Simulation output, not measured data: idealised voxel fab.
The name of this process module is voxel self aligned vias.
Section shown: cut. Width: 255 nm. Cell size: 5 nm, square.
The cross-sections in this document take the form of a grid made of square cells. They are written out as bands, in order from top to bottom. Each band consists of one or more rows of cells.
Quick guide to a band line: top height, bottom height (nm) up front; then every material left to right with its width in nm. Only one material and it's marked "all across"? Then it fills the band edge to edge. And "blank" just means empty space.
Note: height 0 marks the level under which the wafer is uniformly one material as received. Lowest band unbounded below, written "0..down".
So if you see something like "30..40" for the width, read it as the top row of the band sitting at the first number and the bottom row at the second, with every row in between moving by the same amount as the last.
The designation "remains unaltered", where it is given for a processing step, indicates that no cell of the cross-section was altered in the course of that step.
Reported under the label "Unvented internal voids" are the empty spaces having no open way to the top and comprising 8 cells or more; the notation for each is width x height at distance, in which the distance is measured from the left edge and all three values are in nm.
The remark found on a step's line after its settings is issued by the simulator itself and pertains to that step.
The optional step-line setting "overlay nm" applies to steps with a mask and quantifies how far to the right of its planned location the mask lay, a negative value indicating leftward placement.

## Steps planned for the process
step 1: RECEIVE (material Si)
step 2: CONFORMAL_DEP (material SiO2; thk nm 15)
step 3: CONFORMAL_DEP (material SiCN; thk nm 5)
step 4: DIRECTIONAL_DEP (material SiO2; thk nm 25)
step 5: PATTERN (tone open; mask id LINES; material resist; width nm 30; pitch nm 70; thk nm 20; overlay nm 0)
step 6: DIRECTIONAL_ETCH (etch materials SiO2; depth nm 25)
step 7: STRIP (etch materials resist)
step 8: CONFORMAL_DEP (material TiN; thk nm 5)
step 9: FILL_DEP (material W; thk nm 5)
step 10: CMP (height nm 45)
step 11: SELECTIVE_ETCH (etch materials W Ru TiN; depth nm 5)
step 12: FILL_DEP (material SiN; thk nm 5)
step 13: CMP (height nm 45)
step 14: DIRECTIONAL_DEP (material SiO2; thk nm 20)
step 15: PATTERN (tone open; mask id VIAS; material resist; width nm 40; pitch nm 70; thk nm 20; overlay nm 0)
step 16: DIRECTIONAL_ETCH (etch materials SiO2; depth nm 20)
step 17: DIRECTIONAL_ETCH (etch materials SiN; depth nm 5)
step 18: STRIP (etch materials resist)
step 19: CONFORMAL_DEP (material TiN; thk nm 5)
step 20: FILL_DEP (material W; thk nm 5)
step 21: CMP (height nm 65)
step 22: CONFORMAL_DEP (material SiN; thk nm 5)

## What follows covers the first of two wafers; it ran as planned

## Wafer at receipt (post step 1), cross-section
	0..down | Si all across
	Unvented internal voids: none

## Once step 2 is through, the wafer looks like this in cross-section
	15..0 | SiO2 all across
	Everything below 0 is unchanged.

## Once step 3 is through, the wafer looks like this in cross-section
	20..15 | SiCN all across
	Everything below 15 is unchanged.

## Once step 4 is through, the wafer looks like this in cross-section
	45..20 | SiO2 all across
	Everything below 20 is unchanged.

## Once step 5 is through, the wafer looks like this in cross-section
	65..45 | resist 75 nm, then blank 30 nm, then resist 40 nm, then blank 30 nm, then resist 80 nm
	Everything below 45 is unchanged.

## Once step 6 is through, the wafer looks like this in cross-section
	65..45 | resist 75 nm, then blank 30 nm, then resist 40 nm, then blank 30 nm, then resist 80 nm
	45..20 | SiO2 75 nm, then blank 30 nm, then SiO2 40 nm, then blank 30 nm, then SiO2 80 nm
	Everything below 20 is unchanged.

## Once step 7 is through, the wafer looks like this in cross-section
	45..20 | SiO2 75 nm, then blank 30 nm, then SiO2 40 nm, then blank 30 nm, then SiO2 80 nm
	Everything below 20 is unchanged.

## Once step 8 is through, the wafer looks like this in cross-section
	50..45 | TiN 80 nm, then blank 20 nm, then TiN 50 nm, then blank 20 nm, then TiN 85 nm
	45..25 | SiO2 75 nm, then TiN 5 nm, then blank 20 nm, then TiN 5 nm, then SiO2 40 nm, then TiN 5 nm, then blank 20 nm, then TiN 5 nm, then SiO2 80 nm
	25..20 | SiO2 75 nm, then TiN 30 nm, then SiO2 40 nm, then TiN 30 nm, then SiO2 80 nm
	Everything below 20 is unchanged.

## Once step 9 is through, the wafer looks like this in cross-section
	55..50 | W all across
	50..45 | TiN 80 nm, then W 20 nm, then TiN 50 nm, then W 20 nm, then TiN 85 nm
	45..25 | SiO2 75 nm, then TiN 5 nm, then W 20 nm, then TiN 5 nm, then SiO2 40 nm, then TiN 5 nm, then W 20 nm, then TiN 5 nm, then SiO2 80 nm
	Everything below 25 is unchanged.

## Once step 10 is through, the wafer looks like this in cross-section
	45..25 | SiO2 75 nm, then TiN 5 nm, then W 20 nm, then TiN 5 nm, then SiO2 40 nm, then TiN 5 nm, then W 20 nm, then TiN 5 nm, then SiO2 80 nm
	Everything below 25 is unchanged.

## Once step 11 is through, the wafer looks like this in cross-section
	45..40 | SiO2 75 nm, then blank 30 nm, then SiO2 40 nm, then blank 30 nm, then SiO2 80 nm
	Everything below 40 is unchanged.

## Once step 12 is through, the wafer looks like this in cross-section
	50..45 | SiN all across
	45..40 | SiO2 75 nm, then SiN 30 nm, then SiO2 40 nm, then SiN 30 nm, then SiO2 80 nm
	Everything below 40 is unchanged.

## Once step 13 is through, the wafer looks like this in cross-section
	45..40 | SiO2 75 nm, then SiN 30 nm, then SiO2 40 nm, then SiN 30 nm, then SiO2 80 nm
	Everything below 40 is unchanged.

## Once step 14 is through, the wafer looks like this in cross-section
	65..45 | SiO2 all across
	Everything below 45 is unchanged.

## Once step 15 is through, the wafer looks like this in cross-section
	85..65 | resist 70 nm, then blank 40 nm, then resist 30 nm, then blank 40 nm, then resist 75 nm
	Everything below 65 is unchanged.

## Once step 16 is through, the wafer looks like this in cross-section
	85..65 | resist 70 nm, then blank 40 nm, then resist 30 nm, then blank 40 nm, then resist 75 nm
	65..45 | SiO2 70 nm, then blank 40 nm, then SiO2 30 nm, then blank 40 nm, then SiO2 75 nm
	Everything below 45 is unchanged.

## Once step 17 is through, the wafer looks like this in cross-section
	85..65 | resist 70 nm, then blank 40 nm, then resist 30 nm, then blank 40 nm, then resist 75 nm
	65..45 | SiO2 70 nm, then blank 40 nm, then SiO2 30 nm, then blank 40 nm, then SiO2 75 nm
	45..40 | SiO2 75 nm, then blank 30 nm, then SiO2 40 nm, then blank 30 nm, then SiO2 80 nm
	Everything below 40 is unchanged.

## Once step 18 is through, the wafer looks like this in cross-section
	65..45 | SiO2 70 nm, then blank 40 nm, then SiO2 30 nm, then blank 40 nm, then SiO2 75 nm
	Everything below 45 is unchanged.

## Once step 19 is through, the wafer looks like this in cross-section
	70..65 | TiN 75 nm, then blank 30 nm, then TiN 40 nm, then blank 30 nm, then TiN 80 nm
	65..50 | SiO2 70 nm, then TiN 5 nm, then blank 30 nm, then TiN 5 nm, then SiO2 30 nm, then TiN 5 nm, then blank 30 nm, then TiN 5 nm, then SiO2 75 nm
	50..45 | SiO2 70 nm, then TiN 10 nm, then blank 20 nm, then TiN 10 nm, then SiO2 30 nm, then TiN 10 nm, then blank 20 nm, then TiN 10 nm, then SiO2 75 nm
	45..40 | SiO2 75 nm, then TiN 30 nm, then SiO2 40 nm, then TiN 30 nm, then SiO2 80 nm
	Everything below 40 is unchanged.

## Once step 20 is through, the wafer looks like this in cross-section
	75..70 | W all across
	70..65 | TiN 75 nm, then W 30 nm, then TiN 40 nm, then W 30 nm, then TiN 80 nm
	65..50 | SiO2 70 nm, then TiN 5 nm, then W 30 nm, then TiN 5 nm, then SiO2 30 nm, then TiN 5 nm, then W 30 nm, then TiN 5 nm, then SiO2 75 nm
	50..45 | SiO2 70 nm, then TiN 10 nm, then W 20 nm, then TiN 10 nm, then SiO2 30 nm, then TiN 10 nm, then W 20 nm, then TiN 10 nm, then SiO2 75 nm
	Everything below 45 is unchanged.

## Once step 21 is through, the wafer looks like this in cross-section
	65..50 | SiO2 70 nm, then TiN 5 nm, then W 30 nm, then TiN 5 nm, then SiO2 30 nm, then TiN 5 nm, then W 30 nm, then TiN 5 nm, then SiO2 75 nm
	Everything below 50 is unchanged.

## Once step 22 is through, the wafer looks like this in cross-section
	70..65 | SiN all across
	Everything below 65 is unchanged.

## Second of two: same start, same plan, one run error; steps up to and including 10 match the first

## At the planned end of step 11, the second wafer in cross-section
	45..40 | SiO2 75 nm, then TiN 5 nm, then blank 20 nm, then TiN 5 nm, then SiO2 40 nm, then TiN 5 nm, then blank 20 nm, then TiN 5 nm, then SiO2 80 nm
	Everything below 40 is unchanged.

## At the planned end of step 12, the second wafer in cross-section
	50..45 | SiN all across
	45..40 | SiO2 75 nm, then TiN 5 nm, then SiN 20 nm, then TiN 5 nm, then SiO2 40 nm, then TiN 5 nm, then SiN 20 nm, then TiN 5 nm, then SiO2 80 nm
	Everything below 40 is unchanged.

## At the planned end of step 13, the second wafer in cross-section
	45..40 | SiO2 75 nm, then TiN 5 nm, then SiN 20 nm, then TiN 5 nm, then SiO2 40 nm, then TiN 5 nm, then SiN 20 nm, then TiN 5 nm, then SiO2 80 nm
	Everything below 40 is unchanged.

## At the planned end of step 14, the second wafer in cross-section
	65..45 | SiO2 all across
	Everything below 45 is unchanged.

## At the planned end of step 15, the second wafer in cross-section
	85..65 | resist 70 nm, then blank 40 nm, then resist 30 nm, then blank 40 nm, then resist 75 nm
	Everything below 65 is unchanged.

## At the planned end of step 16, the second wafer in cross-section
	85..65 | resist 70 nm, then blank 40 nm, then resist 30 nm, then blank 40 nm, then resist 75 nm
	65..45 | SiO2 70 nm, then blank 40 nm, then SiO2 30 nm, then blank 40 nm, then SiO2 75 nm
	Everything below 45 is unchanged.

## At the planned end of step 17, the second wafer in cross-section
	85..65 | resist 70 nm, then blank 40 nm, then resist 30 nm, then blank 40 nm, then resist 75 nm
	65..45 | SiO2 70 nm, then blank 40 nm, then SiO2 30 nm, then blank 40 nm, then SiO2 75 nm
	45..40 | SiO2 75 nm, then TiN 5 nm, then blank 20 nm, then TiN 5 nm, then SiO2 40 nm, then TiN 5 nm, then blank 20 nm, then TiN 5 nm, then SiO2 80 nm
	Everything below 40 is unchanged.

## At the planned end of step 18, the second wafer in cross-section
	65..45 | SiO2 70 nm, then blank 40 nm, then SiO2 30 nm, then blank 40 nm, then SiO2 75 nm
	Everything below 45 is unchanged.

## At the planned end of step 19, the second wafer in cross-section
	70..65 | TiN 75 nm, then blank 30 nm, then TiN 40 nm, then blank 30 nm, then TiN 80 nm
	65..50 | SiO2 70 nm, then TiN 5 nm, then blank 30 nm, then TiN 5 nm, then SiO2 30 nm, then TiN 5 nm, then blank 30 nm, then TiN 5 nm, then SiO2 75 nm
	50..45 | SiO2 70 nm, then TiN 15 nm, then blank 10 nm, then TiN 15 nm, then SiO2 30 nm, then TiN 15 nm, then blank 10 nm, then TiN 15 nm, then SiO2 75 nm
	45..40 | SiO2 75 nm, then TiN 30 nm, then SiO2 40 nm, then TiN 30 nm, then SiO2 80 nm
	Everything below 40 is unchanged.

## At the planned end of step 20, the second wafer in cross-section
	75..70 | W all across
	70..65 | TiN 75 nm, then W 30 nm, then TiN 40 nm, then W 30 nm, then TiN 80 nm
	65..50 | SiO2 70 nm, then TiN 5 nm, then W 30 nm, then TiN 5 nm, then SiO2 30 nm, then TiN 5 nm, then W 30 nm, then TiN 5 nm, then SiO2 75 nm
	50..45 | SiO2 70 nm, then TiN 15 nm, then W 10 nm, then TiN 15 nm, then SiO2 30 nm, then TiN 15 nm, then W 10 nm, then TiN 15 nm, then SiO2 75 nm
	Everything below 45 is unchanged.

## At the planned end of step 21, the second wafer in cross-section
	65..50 | SiO2 70 nm, then TiN 5 nm, then W 30 nm, then TiN 5 nm, then SiO2 30 nm, then TiN 5 nm, then W 30 nm, then TiN 5 nm, then SiO2 75 nm
	Everything below 50 is unchanged.

## At the planned end of step 22, the second wafer in cross-section
	70..65 | SiN all across
	Everything below 65 is unchanged.
Finding, execution versus plan: step 11: run off-plan, actual operation and settings SELECTIVE_ETCH (etch materials W; depth nm 5)
at the end the second wafer has, in cells: 4 more of TiN, 4 fewer of W
